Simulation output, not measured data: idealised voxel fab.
voxel tone inversion: a process module
Pictured: cross-section cut, 220 nm wide, on a grid of 5 nm square cells.
Cross-section, as written here: a square-cell grid given band by band from the top down, where a band holds one or more rows of cells.
Heights first: top, then bottom, in nm. Then materials, left to right, each with a width in nm. "full width" on a single material: fills the band edge to edge. "blank": empty space.
For the purposes of this specification, 0 denotes the height below which the wafer in its as-received condition is composed wholly of one material, and the lowermost band, lacking a lower limit, extends downward without end, as expressed in "0..down".
Note: "30..40" means the width goes from the first number (top row of the band) to the second number (bottom row) in equal steps per row of cells.
Step note "everything unchanged" = no cross-section cell changed.
"Fully closed voids" means: voids of 8 cells or more that are shut off from the top with no open way through. Written width x height at distance, distance from the left edge, in nm.
Whatever follows a step's settings on its line is a remark the simulator itself makes about that step.
A step's line can hold "overlay nm"; with a mask on that step, the setting says how far right of the planned place the mask lay, while a negative setting says it lay to the left.

[This section lists the process steps that were planned]
1 RECEIVE with material Si
2 CONFORMAL_DEP with material SiN, thk nm 10
3 DIRECTIONAL_DEP with material polySi, thk nm 15
4 PATTERN with tone cover, mask id POSTS, material resist, width nm 25, pitch nm 40, thk nm 20, overlay nm 0
5 DIRECTIONAL_ETCH with etch materials polySi, depth nm 15
6 STRIP with etch materials resist
7 FILL_DEP with material SiO2, thk nm 10
8 CMP with height nm 25
9 STRIP with etch materials polySi

[First of two wafers, processed according to plan]

[Incoming wafer in cross-section (state: after step 1)]
  0..down = Si full width
  Fully closed voids: none

[The wafer, seen in cross-section, after step 2]
  10..0 = SiN full width
  Everything below 0 is unchanged.

[The wafer, seen in cross-section, after step 3]
  25..10 = polySi full width
  Everything below 10 is unchanged.

[The wafer, seen in cross-section, after step 4]
  45..25 = blank=55, resist=25, blank=15, resist=25, blank=15, resist=25, blank=60
  Everything below 25 is unchanged.

[The wafer, seen in cross-section, after step 5]
  45..25 = blank=55, resist=25, blank=15, resist=25, blank=15, resist=25, blank=60
  25..10 = blank=55, polySi=25, blank=15, polySi=25, blank=15, polySi=25, blank=60
  Everything below 10 is unchanged.

[The wafer, seen in cross-section, after step 6]
  25..10 = blank=55, polySi=25, blank=15, polySi=25, blank=15, polySi=25, blank=60
  Everything below 10 is unchanged.

[The wafer, seen in cross-section, after step 7]
  35..25 = SiO2 full width
  25..10 = SiO2=55, polySi=25, SiO2=15, polySi=25, SiO2=15, polySi=25, SiO2=60
  Everything below 10 is unchanged.

[The wafer, seen in cross-section, after step 8]
  25..10 = SiO2=55, polySi=25, SiO2=15, polySi=25, SiO2=15, polySi=25, SiO2=60
  Everything below 10 is unchanged.

[The wafer, seen in cross-section, after step 9]
  25..10 = SiO2=55, blank=25, SiO2=15, blank=25, SiO2=15, blank=25, SiO2=60
  Everything below 10 is unchanged.

[Now the other wafer: same start, same recipe, but we messed up one thing when running it. Up to and including step 2 it's the same as the first one]

[At the planned end of step 3, the second wafer in cross-section]
  25..10 = SiO2 full width
  Everything below 10 is unchanged.

[At the planned end of step 4, the second wafer in cross-section]
  45..25 = blank=55, resist=25, blank=15, resist=25, blank=15, resist=25, blank=60
  Everything below 25 is unchanged.

At the planned end of step 5, the second wafer in cross-section: everything unchanged

[At the planned end of step 6, the second wafer in cross-section]
  25..10 = SiO2 full width
  Everything below 10 is unchanged.

[At the planned end of step 7, the second wafer in cross-section]
  35..10 = SiO2 full width
  Everything below 10 is unchanged.

[At the planned end of step 8, the second wafer in cross-section]
  25..10 = SiO2 full width
  Everything below 10 is unchanged.

At the planned end of step 9, the second wafer in cross-section: everything unchanged
Deviation noted in wafer processing: step 3 went in with a setting other than planned; the actual run was DIRECTIONAL_DEP with material SiO2, thk nm 15
End check, counted in cells, second wafer has more or fewer of these materials than the first: 45 more of SiO2
